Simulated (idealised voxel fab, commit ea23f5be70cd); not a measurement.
process module | voxel ribs on slabs
cross-section cut | 280 nm wide | cells 5 nm
A cross-section is a grid of square cells, given in bands from the top down. A band is one or more rows of cells.
Each band's line starts with the height of the band's top and of its bottom, in nm. Then come its materials from left to right, each with its width in nm. One material with "throughout" fills the band from edge to edge. "air" is empty space.
Height 0 is the level under which the wafer as received is all one material. The lowest band goes on downwards, as in "0 down".
A width such as "30 to 40" changes by the same amount from each row of cells to the next, from the band's top row to its bottom row.
"no change" after a step means that no cell of the cross-section changed.
closed voids: empty space of 8 cells or more with no open way to the top, each as width x height at its distance from the left edge, in nm
after a step's settings: what the simulator itself notes on the step
overlay nm, on a step with a mask: how far to the right of its planned place the mask lay; to the left if negative
Each pair below shows a cross-section before one step and the cross-section after it, down to the lowest band that changed. The line under each pair gives the step between them, with its settings. The pairs can come from different runs of this module on the same starting wafer, so a pair continues from the pair above only where its "before" says so.
before
  0 down: Si throughout
  closed voids: none
after
  20 to 0: SiO2 throughout
  below 0: unchanged
  closed voids: none
the step between: op DIRECTIONAL_DEP | material SiO2 | thk nm 20
before: the cross-section after the pair above
after
  35 to 20: SiN throughout
  below 20: unchanged
  closed voids: none
the step between: op DIRECTIONAL_DEP | material SiN | thk nm 15
before: the cross-section after the pair above
after
  50 to 35: air 130 | resist 15 | air 135
  below 35: unchanged
  closed voids: none
the step between: op PATTERN | tone cover | mask id RIB | material resist | width nm 15 | thk nm 15 | overlay nm 0
before: the cross-section after the pair above
after
  50 to 35: air 130 | resist 15 | air 135
  35 to 30: air 130 | SiN 15 | air 135
  below 30: unchanged
  closed voids: none
the step between: op DIRECTIONAL_ETCH | etch materials SiN | depth nm 5
before: the cross-section after the pair above
after
  35 to 30: air 130 | SiN 15 | air 135
  below 30: unchanged
  closed voids: none
the step between: op STRIP | etch materials resist
before: the cross-section after the pair above
after
  45 to 40: air 130 | aC 15 | air 135
  40 to 35: aC throughout
  35 to 30: aC 130 | SiN 15 | aC 135
  below 30: unchanged
  closed voids: none
the step between: op DIRECTIONAL_DEP | material aC | thk nm 10
before: the cross-section after the pair above
after
  70 to 45: air 105 | resist 65 | air 110
  45 to 40: air 105 | resist 25 | aC 15 | resist 25 | air 110
  below 40: unchanged
  closed voids: none
the step between: op PATTERN | tone cover | mask id SLAB | material resist | width nm 65 | thk nm 25 | overlay nm 0
before: the cross-section after the pair above
after
  60 to 45: air 105 | resist 65 | air 110
  45 to 40: air 105 | resist 25 | aC 15 | resist 25 | air 110
  40 to 35: air 105 | aC 65 | air 110
  35 to 30: air 105 | aC 25 | SiN 15 | aC 25 | air 110
  below 30: unchanged
  closed voids: none
the step between: op DIRECTIONAL_ETCH | etch materials aC | depth nm 10
before: the cross-section after the pair above
after
  45 to 35: air 130 to 105 | aC 15 to 65 | air 135 to 110
  below 35: unchanged
  closed voids: none
the step between: op STRIP | etch materials resist
before: the cross-section after the pair above
after
  45 to 35: air 130 to 105 | aC 15 to 65 | air 135 to 110
  35 to 30: air 105 | aC 25 | SiN 15 | aC 25 | air 110
  30 to 20: air 105 | SiN 65 | air 110
  below 20: unchanged
  closed voids: none
the step between: op DIRECTIONAL_ETCH | etch materials SiN | depth nm 10
before: the cross-section after the pair above
after
  35 to 30: air 130 | SiN 15 | air 135
  below 30: unchanged
  closed voids: none
the step between: op STRIP | etch materials aC
before: the cross-section after the pair above
after
  50 to 35: SiO2 throughout
  35 to 30: SiO2 130 | SiN 15 | SiO2 135
  30 to 20: SiO2 105 | SiN 65 | SiO2 110
  below 20: unchanged
  closed voids: none
the step between: op FILL_DEP | material SiO2 | thk nm 15
before: the cross-section after the pair above
after
  45 to 35: SiO2 throughout
  below 35: unchanged
  closed voids: none
the step between: op CMP | height nm 45
before: the cross-section after the pair above
after
  50 to 45: W throughout
  below 45: unchanged
  closed voids: none
the step between: op DIRECTIONAL_DEP | material W | thk nm 5
before: the cross-section after the pair above
after
  70 to 50: air 125 | resist 25 | air 130
  below 50: unchanged
  closed voids: none
the step between: op PATTERN | tone cover | mask id HEATER | material resist | width nm 25 | thk nm 20 | overlay nm 0
before: the cross-section after the pair above
after
  70 to 50: air 125 | resist 25 | air 130
  50 to 45: air 125 | W 25 | air 130
  below 45: unchanged
  closed voids: none
the step between: op DIRECTIONAL_ETCH | etch materials W | depth nm 5
before: the cross-section after the pair above
after
  50 to 45: air 125 | W 25 | air 130
  below 45: unchanged
  closed voids: none
the step between: op STRIP | etch materials resist
before: the cross-section after the pair above
after
  55 to 50: air 120 | SiO2 35 | air 125
  50 to 45: SiO2 125 | W 25 | SiO2 130
  below 45: unchanged
  closed voids: none
the step between: op CONFORMAL_DEP | material SiO2 | thk nm 5
before
  35 to 20: SiN throughout
  20 to 0: SiO2 throughout
  0 down: Si throughout
  closed voids: none
after
  50 to 20: SiN throughout
  below 20: unchanged
  closed voids: none
the step between: op DIRECTIONAL_DEP | material SiN | thk nm 15
before: the cross-section after the pair above
after
  65 to 50: air 130 | resist 15 | air 135
  below 50: unchanged
  closed voids: none
the step between: op PATTERN | tone cover | mask id RIB | material resist | width nm 15 | thk nm 15 | overlay nm 0
before: the cross-section after the pair above
after
  65 to 50: air 130 | resist 15 | air 135
  50 to 45: air 130 | SiN 15 | air 135
  below 45: unchanged
  closed voids: none
the step between: op DIRECTIONAL_ETCH | etch materials SiN | depth nm 5
before: the cross-section after the pair above
after
  50 to 45: air 130 | SiN 15 | air 135
  below 45: unchanged
  closed voids: none
the step between: op STRIP | etch materials resist
before: the cross-section after the pair above
after
  60 to 55: air 130 | aC 15 | air 135
  55 to 50: aC throughout
  50 to 45: aC 130 | SiN 15 | aC 135
  below 45: unchanged
  closed voids: none
the step between: op DIRECTIONAL_DEP | material aC | thk nm 10
before: the cross-section after the pair above
after
  85 to 60: air 105 | resist 65 | air 110
  60 to 55: air 105 | resist 25 | aC 15 | resist 25 | air 110
  below 55: unchanged
  closed voids: none
the step between: op PATTERN | tone cover | mask id SLAB | material resist | width nm 65 | thk nm 25 | overlay nm 0
before: the cross-section after the pair above
after
  75 to 60: air 105 | resist 65 | air 110
  60 to 55: air 105 | resist 25 | aC 15 | resist 25 | air 110
  55 to 50: air 105 | aC 65 | air 110
  50 to 45: air 105 | aC 25 | SiN 15 | aC 25 | air 110
  below 45: unchanged
  closed voids: none
the step between: op DIRECTIONAL_ETCH | etch materials aC | depth nm 10
before: the cross-section after the pair above
after
  60 to 50: air 130 to 105 | aC 15 to 65 | air 135 to 110
  below 50: unchanged
  closed voids: none
the step between: op STRIP | etch materials resist
before: the cross-section after the pair above
after
  60 to 50: air 130 to 105 | aC 15 to 65 | air 135 to 110
  50 to 45: air 105 | aC 25 | SiN 15 | aC 25 | air 110
  45 to 35: air 105 | SiN 65 | air 110
  below 35: unchanged
  closed voids: none
the step between: op DIRECTIONAL_ETCH | etch materials SiN | depth nm 10
before: the cross-section after the pair above
after
  50 to 45: air 130 | SiN 15 | air 135
  below 45: unchanged
  closed voids: none
the step between: op STRIP | etch materials aC
before: the cross-section after the pair above
after
  65 to 50: SiO2 throughout
  50 to 45: SiO2 130 | SiN 15 | SiO2 135
  45 to 35: SiO2 105 | SiN 65 | SiO2 110
  below 35: unchanged
  closed voids: none
the step between: op FILL_DEP | material SiO2 | thk nm 15
before: the cross-section after the pair above
after
  45 to 35: SiO2 105 | SiN 65 | SiO2 110
  below 35: unchanged
  closed voids: none
the step between: op CMP | height nm 45
before: the cross-section after the pair above
after
  50 to 45: W throughout
  below 45: unchanged
  closed voids: none
the step between: op DIRECTIONAL_DEP | material W | thk nm 5
before: the cross-section after the pair above
after
  70 to 50: air 125 | resist 25 | air 130
  below 50: unchanged
  closed voids: none
the step between: op PATTERN | tone cover | mask id HEATER | material resist | width nm 25 | thk nm 20 | overlay nm 0
before: the cross-section after the pair above
after
  70 to 50: air 125 | resist 25 | air 130
  50 to 45: air 125 | W 25 | air 130
  below 45: unchanged
  closed voids: none
the step between: op DIRECTIONAL_ETCH | etch materials W | depth nm 5
before: the cross-section after the pair above
after
  50 to 45: air 125 | W 25 | air 130
  below 45: unchanged
  closed voids: none
the step between: op STRIP | etch materials resist
before: the cross-section after the pair above
after
  55 to 50: air 120 | SiO2 35 | air 125
  50 to 45: SiO2 125 | W 25 | SiO2 130
  below 45: unchanged
  closed voids: none
the step between: op CONFORMAL_DEP | material SiO2 | thk nm 5
before
  50 to 35: air 130 | resist 15 | air 135
  35 to 30: air 130 | SiN 15 | air 135
  30 to 20: SiN throughout
  20 to 0: SiO2 throughout
  0 down: Si throughout
  closed voids: none
after
  60 to 50: air 130 | aC 15 | air 135
  50 to 40: air 130 | resist 15 | air 135
  40 to 35: aC 130 | resist 15 | aC 135
  35 to 30: aC 130 | SiN 15 | aC 135
  below 30: unchanged
  closed voids: none
the step between: op DIRECTIONAL_DEP | material aC | thk nm 10
before: the cross-section after the pair above
after
  40 to 35: aC 130 | air 15 | aC 135
  below 35: unchanged
  closed voids: none
the step between: op STRIP | etch materials resist
before: the cross-section after the pair above
after
  65 to 40: air 105 | resist 65 | air 110
  40 to 35: aC 130 | resist 15 | aC 135
  below 35: unchanged
  closed voids: none
the step between: op PATTERN | tone cover | mask id SLAB | material resist | width nm 65 | thk nm 25 | overlay nm 0
before: the cross-section after the pair above
after
  55 to 40: air 105 | resist 65 | air 110
  40 to 35: air 105 | aC 25 | resist 15 | aC 25 | air 110
  35 to 30: air 105 | aC 25 | SiN 15 | aC 25 | air 110
  below 30: unchanged
  closed voids: none
the step between: op DIRECTIONAL_ETCH | etch materials aC | depth nm 10
before: the cross-section after the pair above
after
  40 to 35: air 105 | aC 25 | air 15 | aC 25 | air 110
  below 35: unchanged
  closed voids: none
the step between: op STRIP | etch materials resist
before: the cross-section after the pair above
after
  40 to 30: air 105 | aC 25 | air 15 | aC 25 | air 110
  30 to 25: air 105 | SiN 25 | air 15 | SiN 25 | air 110
  25 to 20: air 105 | SiN 65 | air 110
  below 20: unchanged
  closed voids: none
the step between: op DIRECTIONAL_ETCH | etch materials SiN | depth nm 10
before: the cross-section after the pair above
after
  30 to 25: air 105 | SiN 25 | air 15 | SiN 25 | air 110
  below 25: unchanged
  closed voids: none
the step between: op STRIP | etch materials aC
before: the cross-section after the pair above
after
  45 to 30: SiO2 throughout
  30 to 25: SiO2 105 | SiN 25 | SiO2 15 | SiN 25 | SiO2 110
  25 to 20: SiO2 105 | SiN 65 | SiO2 110
  below 20: unchanged
  closed voids: none
the step between: op FILL_DEP | material SiO2 | thk nm 15
before: the cross-section after the pair above
after
  50 to 45: W throughout
  below 45: unchanged
  closed voids: none
the step between: op DIRECTIONAL_DEP | material W | thk nm 5
before: the cross-section after the pair above
after
  70 to 50: air 125 | resist 25 | air 130
  below 50: unchanged
  closed voids: none
the step between: op PATTERN | tone cover | mask id HEATER | material resist | width nm 25 | thk nm 20 | overlay nm 0
before: the cross-section after the pair above
after
  70 to 50: air 125 | resist 25 | air 130
  50 to 45: air 125 | W 25 | air 130
  below 45: unchanged
  closed voids: none
the step between: op DIRECTIONAL_ETCH | etch materials W | depth nm 5
before: the cross-section after the pair above
after
  50 to 45: air 125 | W 25 | air 130
  below 45: unchanged
  closed voids: none
the step between: op STRIP | etch materials resist
before: the cross-section after the pair above
after
  55 to 50: air 120 | SiO2 35 | air 125
  50 to 45: SiO2 125 | W 25 | SiO2 130
  below 45: unchanged
  closed voids: none
the step between: op CONFORMAL_DEP | material SiO2 | thk nm 5
before
  0 down: Si throughout
  closed voids: none
after
  15 to 0: SiO2 throughout
  below 0: unchanged
  closed voids: none
the step between: op DIRECTIONAL_DEP | material SiO2 | thk nm 15
before: the cross-section after the pair above
after
  30 to 15: SiN throughout
  below 15: unchanged
  closed voids: none
the step between: op DIRECTIONAL_DEP | material SiN | thk nm 15
before: the cross-section after the pair above
after
  45 to 30: air 130 | resist 15 | air 135
  below 30: unchanged
  closed voids: none
the step between: op PATTERN | tone cover | mask id RIB | material resist | width nm 15 | thk nm 15 | overlay nm 0
before: the cross-section after the pair above
after
  45 to 30: air 130 | resist 15 | air 135
  30 to 25: air 130 | SiN 15 | air 135
  below 25: unchanged
  closed voids: none
the step between: op DIRECTIONAL_ETCH | etch materials SiN | depth nm 5
before: the cross-section after the pair above
after
  30 to 25: air 130 | SiN 15 | air 135
  below 25: unchanged
  closed voids: none
the step between: op STRIP | etch materials resist
before: the cross-section after the pair above
after
  40 to 35: air 130 | aC 15 | air 135
  35 to 30: aC throughout
  30 to 25: aC 130 | SiN 15 | aC 135
  below 25: unchanged
  closed voids: none
the step between: op DIRECTIONAL_DEP | material aC | thk nm 10
before: the cross-section after the pair above
after
  65 to 40: air 105 | resist 65 | air 110
  40 to 35: air 105 | resist 25 | aC 15 | resist 25 | air 110
  below 35: unchanged
  closed voids: none
the step between: op PATTERN | tone cover | mask id SLAB | material resist | width nm 65 | thk nm 25 | overlay nm 0
before: the cross-section after the pair above
after
  55 to 40: air 105 | resist 65 | air 110
  40 to 35: air 105 | resist 25 | aC 15 | resist 25 | air 110
  35 to 30: air 105 | aC 65 | air 110
  30 to 25: air 105 | aC 25 | SiN 15 | aC 25 | air 110
  below 25: unchanged
  closed voids: none
the step between: op DIRECTIONAL_ETCH | etch materials aC | depth nm 10
before: the cross-section after the pair above
after
  40 to 30: air 130 to 105 | aC 15 to 65 | air 135 to 110
  below 30: unchanged
  closed voids: none
the step between: op STRIP | etch materials resist
before: the cross-section after the pair above
after
  40 to 30: air 130 to 105 | aC 15 to 65 | air 135 to 110
  30 to 25: air 105 | aC 25 | SiN 15 | aC 25 | air 110
  25 to 15: air 105 | SiN 65 | air 110
  below 15: unchanged
  closed voids: none
the step between: op DIRECTIONAL_ETCH | etch materials SiN | depth nm 10
before: the cross-section after the pair above
after
  30 to 25: air 130 | SiN 15 | air 135
  below 25: unchanged
  closed voids: none
the step between: op STRIP | etch materials aC
before: the cross-section after the pair above
after
  45 to 30: SiO2 throughout
  30 to 25: SiO2 130 | SiN 15 | SiO2 135
  25 to 15: SiO2 105 | SiN 65 | SiO2 110
  below 15: unchanged
  closed voids: none
the step between: op FILL_DEP | material SiO2 | thk nm 15
before: the cross-section after the pair above
after
  50 to 45: W throughout
  below 45: unchanged
  closed voids: none
the step between: op DIRECTIONAL_DEP | material W | thk nm 5
before: the cross-section after the pair above
after
  70 to 50: air 125 | resist 25 | air 130
  below 50: unchanged
  closed voids: none
the step between: op PATTERN | tone cover | mask id HEATER | material resist | width nm 25 | thk nm 20 | overlay nm 0
before: the cross-section after the pair above
after
  70 to 50: air 125 | resist 25 | air 130
  50 to 45: air 125 | W 25 | air 130
  below 45: unchanged
  closed voids: none
the step between: op DIRECTIONAL_ETCH | etch materials W | depth nm 5
before: the cross-section after the pair above
after
  50 to 45: air 125 | W 25 | air 130
  below 45: unchanged
  closed voids: none
the step between: op STRIP | etch materials resist
before: the cross-section after the pair above
after
  55 to 50: air 120 | SiO2 35 | air 125
  50 to 45: SiO2 125 | W 25 | SiO2 130
  below 45: unchanged
  closed voids: none
the step between: op CONFORMAL_DEP | material SiO2 | thk nm 5
before
  50 to 45: W throughout
  45 to 35: SiO2 throughout
  35 to 30: SiO2 130 | SiN 15 | SiO2 135
  30 to 20: SiO2 105 | SiN 65 | SiO2 110
  20 to 0: SiO2 throughout
  0 down: Si throughout
  closed voids: none
after
  70 to 50: air 125 | resist 30 | air 125
  below 50: unchanged
  closed voids: none
the step between: op PATTERN | tone cover | mask id HEATER | material resist | width nm 30 | thk nm 20 | overlay nm 0
before: the cross-section after the pair above
after
  70 to 50: air 125 | resist 30 | air 125
  50 to 45: air 125 | W 30 | air 125
  below 45: unchanged
  closed voids: none
the step between: op DIRECTIONAL_ETCH | etch materials W | depth nm 5
before: the cross-section after the pair above
after
  50 to 45: air 125 | W 30 | air 125
  below 45: unchanged
  closed voids: none
the step between: op STRIP | etch materials resist
before: the cross-section after the pair above
after
  55 to 50: air 120 | SiO2 40 | air 120
  50 to 45: SiO2 125 | W 30 | SiO2 125
  below 45: unchanged
  closed voids: none
the step between: op CONFORMAL_DEP | material SiO2 | thk nm 5
before
  45 to 40: air 130 | aC 15 | air 135
  40 to 35: aC throughout
  35 to 30: aC 130 | SiN 15 | aC 135
  30 to 20: SiN throughout
  20 to 0: SiO2 throughout
  0 down: Si throughout
  closed voids: none
after
  70 to 45: air 110 | resist 65 | air 105
  45 to 40: air 110 | resist 20 | aC 15 | resist 30 | air 105
  below 40: unchanged
  closed voids: none
the step between: op PATTERN | tone cover | mask id SLAB | material resist | width nm 65 | thk nm 25 | overlay nm 5
before: the cross-section after the pair above
after
  60 to 45: air 110 | resist 65 | air 105
  45 to 40: air 110 | resist 20 | aC 15 | resist 30 | air 105
  40 to 35: air 110 | aC 65 | air 105
  35 to 30: air 110 | aC 20 | SiN 15 | aC 30 | air 105
  below 30: unchanged
  closed voids: none
the step between: op DIRECTIONAL_ETCH | etch materials aC | depth nm 10
before: the cross-section after the pair above
after
  45 to 35: air 130 to 110 | aC 15 to 65 | air 135 to 105
  below 35: unchanged
  closed voids: none
the step between: op STRIP | etch materials resist
before: the cross-section after the pair above
after
  45 to 35: air 130 to 110 | aC 15 to 65 | air 135 to 105
  35 to 30: air 110 | aC 20 | SiN 15 | aC 30 | air 105
  30 to 20: air 110 | SiN 65 | air 105
  below 20: unchanged
  closed voids: none
the step between: op DIRECTIONAL_ETCH | etch materials SiN | depth nm 10
before: the cross-section after the pair above
after
  35 to 30: air 130 | SiN 15 | air 135
  below 30: unchanged
  closed voids: none
the step between: op STRIP | etch materials aC
before: the cross-section after the pair above
after
  50 to 35: SiO2 throughout
  35 to 30: SiO2 130 | SiN 15 | SiO2 135
  30 to 20: SiO2 110 | SiN 65 | SiO2 105
  below 20: unchanged
  closed voids: none
the step between: op FILL_DEP | material SiO2 | thk nm 15
before: the cross-section after the pair above
after
  45 to 35: SiO2 throughout
  below 35: unchanged
  closed voids: none
the step between: op CMP | height nm 45
before: the cross-section after the pair above
after
  50 to 45: W throughout
  below 45: unchanged
  closed voids: none
the step between: op DIRECTIONAL_DEP | material W | thk nm 5
before: the cross-section after the pair above
after
  70 to 50: air 125 | resist 25 | air 130
  below 50: unchanged
  closed voids: none
the step between: op PATTERN | tone cover | mask id HEATER | material resist | width nm 25 | thk nm 20 | overlay nm 0
before: the cross-section after the pair above
after
  70 to 50: air 125 | resist 25 | air 130
  50 to 45: air 125 | W 25 | air 130
  below 45: unchanged
  closed voids: none
the step between: op DIRECTIONAL_ETCH | etch materials W | depth nm 5
before: the cross-section after the pair above
after
  50 to 45: air 125 | W 25 | air 130
  below 45: unchanged
  closed voids: none
the step between: op STRIP | etch materials resist
before: the cross-section after the pair above
after
  55 to 50: air 120 | SiO2 35 | air 125
  50 to 45: SiO2 125 | W 25 | SiO2 130
  below 45: unchanged
  closed voids: none
the step between: op CONFORMAL_DEP | material SiO2 | thk nm 5
before
  45 to 35: SiO2 throughout
  35 to 30: SiO2 130 | SiN 15 | SiO2 135
  30 to 20: SiO2 105 | SiN 65 | SiO2 110
  20 to 0: SiO2 throughout
  0 down: Si throughout
  closed voids: none
after
  50 to 45: SiN throughout
  below 45: unchanged
  closed voids: none
the step between: op DIRECTIONAL_DEP | material SiN | thk nm 5
before: the cross-section after the pair above
after
  70 to 50: air 125 | resist 25 | air 130
  below 50: unchanged
  closed voids: none
the step between: op PATTERN | tone cover | mask id HEATER | material resist | width nm 25 | thk nm 20 | overlay nm 0
before: the cross-section after the pair above
after
  50 to 45: SiN throughout
  below 45: unchanged
  closed voids: none
the step between: op STRIP | etch materials resist
before: the cross-section after the pair above
after
  55 to 50: SiO2 throughout
  below 50: unchanged
  closed voids: none
the step between: op CONFORMAL_DEP | material SiO2 | thk nm 5
before
  35 to 20: SiN throughout
  20 to 0: SiO2 throughout
  0 down: Si throughout
  closed voids: none
after
  50 to 35: resist 130 | air 15 | resist 135
  below 35: unchanged
  closed voids: none
the step between: op PATTERN | tone open | mask id RIB | material resist | width nm 15 | thk nm 15 | overlay nm 0
before: the cross-section after the pair above
after
  50 to 35: resist 130 | air 15 | resist 135
  35 to 30: SiN 130 | air 15 | SiN 135
  below 30: unchanged
  closed voids: none
the step between: op DIRECTIONAL_ETCH | etch materials SiN | depth nm 5
before: the cross-section after the pair above
after
  35 to 30: SiN 130 | air 15 | SiN 135
  below 30: unchanged
  closed voids: none
the step between: op STRIP | etch materials resist
before: the cross-section after the pair above
after
  45 to 40: aC 130 | air 15 | aC 135
  40 to 35: aC throughout
  35 to 30: SiN 130 | aC 15 | SiN 135
  below 30: unchanged
  closed voids: none
the step between: op DIRECTIONAL_DEP | material aC | thk nm 10
before: the cross-section after the pair above
after
  70 to 45: air 105 | resist 65 | air 110
  45 to 40: aC 130 | resist 15 | aC 135
  below 40: unchanged
  closed voids: none
the step between: op PATTERN | tone cover | mask id SLAB | material resist | width nm 65 | thk nm 25 | overlay nm 0
before: the cross-section after the pair above
after
  60 to 45: air 105 | resist 65 | air 110
  45 to 40: air 105 | aC 25 | resist 15 | aC 25 | air 110
  40 to 35: air 105 | aC 65 | air 110
  below 35: unchanged
  closed voids: none
the step between: op DIRECTIONAL_ETCH | etch materials aC | depth nm 10
before: the cross-section after the pair above
after
  45 to 40: air 105 | aC 25 | air 15 | aC 25 | air 110
  below 40: unchanged
  closed voids: none
the step between: op STRIP | etch materials resist
before: the cross-section after the pair above
after
  45 to 40: air 105 | aC 25 | air 15 | aC 25 | air 110
  40 to 35: air 105 | aC 65 | air 110
  35 to 30: air 105 | SiN 25 | aC 15 | SiN 25 | air 110
  30 to 25: air 105 | SiN 65 | air 110
  below 25: unchanged
  closed voids: none
the step between: op DIRECTIONAL_ETCH | etch materials SiN | depth nm 10
before: the cross-section after the pair above
after
  35 to 30: air 105 | SiN 25 | air 15 | SiN 25 | air 110
  below 30: unchanged
  closed voids: none
the step between: op STRIP | etch materials aC
before: the cross-section after the pair above
after
  50 to 35: SiO2 throughout
  35 to 30: SiO2 105 | SiN 25 | SiO2 15 | SiN 25 | SiO2 110
  30 to 25: SiO2 105 | SiN 65 | SiO2 110
  below 25: unchanged
  closed voids: none
the step between: op FILL_DEP | material SiO2 | thk nm 15
before: the cross-section after the pair above
after
  45 to 35: SiO2 throughout
  below 35: unchanged
  closed voids: none
the step between: op CMP | height nm 45
before: the cross-section after the pair above
after
  50 to 45: W throughout
  below 45: unchanged
  closed voids: none
the step between: op DIRECTIONAL_DEP | material W | thk nm 5
before: the cross-section after the pair above
after
  70 to 50: air 125 | resist 25 | air 130
  below 50: unchanged
  closed voids: none
the step between: op PATTERN | tone cover | mask id HEATER | material resist | width nm 25 | thk nm 20 | overlay nm 0
before: the cross-section after the pair above
after
  70 to 50: air 125 | resist 25 | air 130
  50 to 45: air 125 | W 25 | air 130
  below 45: unchanged
  closed voids: none
the step between: op DIRECTIONAL_ETCH | etch materials W | depth nm 5
before: the cross-section after the pair above
after
  50 to 45: air 125 | W 25 | air 130
  below 45: unchanged
  closed voids: none
the step between: op STRIP | etch materials resist
before: the cross-section after the pair above
after
  55 to 50: air 120 | SiO2 35 | air 125
  50 to 45: SiO2 125 | W 25 | SiO2 130
  below 45: unchanged
  closed voids: none
the step between: op CONFORMAL_DEP | material SiO2 | thk nm 5
